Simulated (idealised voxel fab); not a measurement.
A process module follows: voxel released beams.
Cross-section cut: width 235 nm, square cells of 5 nm.
Cross-section = grid of square cells, listed top down in bands; band = one or more rows.
Look at the band entry: it leads with the top's height and the bottom's height in nm. Then it lists the materials left to right, with a width in nm for each. The word "full width" on a single material says that material fills the band edge to edge. The word "air" is empty space.
For the purposes of this specification, 0 denotes the height below which the wafer in its as-received condition is composed wholly of one material, and the lowermost band, lacking a lower limit, extends downward without end, as expressed in "top 0, no bottom".
Top row gets the first number, bottom row gets the second, and each row in between changes by the same step: that is how a band width like "30->40" works.
For the purposes of this document, the phrase "nothing changed" attached to a step denotes that no cell within the cross-section was modified by that step.
Voids not open to the top, 8 cells minimum: see "Trapped void list". Written width x height at distance; distance is from the left edge; nm.
If you see something after the settings on a step's line, that's the simulator's own remark about that step.
overlay nm: mask offset rightward from planned place, masked step; negative means leftward offset.
Intended process steps:
1) RECEIVE, material Si
2) CONFORMAL_DEP, material SiN, thk nm 10
3) DIRECTIONAL_DEP, material SiO2, thk nm 15
4) DIRECTIONAL_DEP, material aC, thk nm 10
5) PATTERN, tone open, mask id ANCHOR, material resist, width nm 35, thk nm 25, overlay nm 0
6) DIRECTIONAL_ETCH, etch materials aC, depth nm 10
7) STRIP, etch materials resist
8) DIRECTIONAL_ETCH, etch materials SiO2, depth nm 15
9) STRIP, etch materials aC
10) CONFORMAL_DEP, material TiN, thk nm 10
11) DIRECTIONAL_DEP, material aC, thk nm 15
12) PATTERN, tone cover, mask id BEAM, material resist, width nm 90, thk nm 30, overlay nm 0
13) DIRECTIONAL_ETCH, etch materials aC, depth nm 15
14) STRIP, etch materials resist
15) DIRECTIONAL_ETCH, etch materials TiN, depth nm 10
16) STRIP, etch materials aC
17) STRIP, etch materials SiO2
Here's what the wafer looked like in cross-section when it arrived - that's after step 1:
    top 0, no bottom: Si full width
    Trapped void list: none
Run as planned - first of the two wafers cross-sectioned at the end of the module:
    top 35, bottom 25: air=70 / TiN=15 / air=15 / TiN=60 / air=75
    top 25, bottom 20: air=75 / TiN=10 / air=15 / TiN=10 / air=125
    top 20, bottom 10: air=75 / TiN=35 / air=125
    top 10, bottom 0: SiN full width
    top 0, no bottom: Si full width
    Trapped void list: none
End of module, second wafer, cross-section. Started like the first, planned like the first, run with one mistake:
    top 35, bottom 25: air=75 / TiN=10 / air=15 / TiN=55 / air=80
    top 25, bottom 20: air=75 / TiN=10 / air=15 / TiN=10 / air=125
    top 20, bottom 10: air=75 / TiN=35 / air=125
    top 10, bottom 0: SiN full width
    top 0, no bottom: Si full width
    Trapped void list: none
Plan not followed: step 12 did not use the planned setting and instead ran as PATTERN, tone cover, mask id BEAM, material resist, width nm 80, thk nm 30, overlay nm 0
Per the end-of-run cell counts, the second wafer holds more or fewer of some materials than the first: TiN: 4 fewer
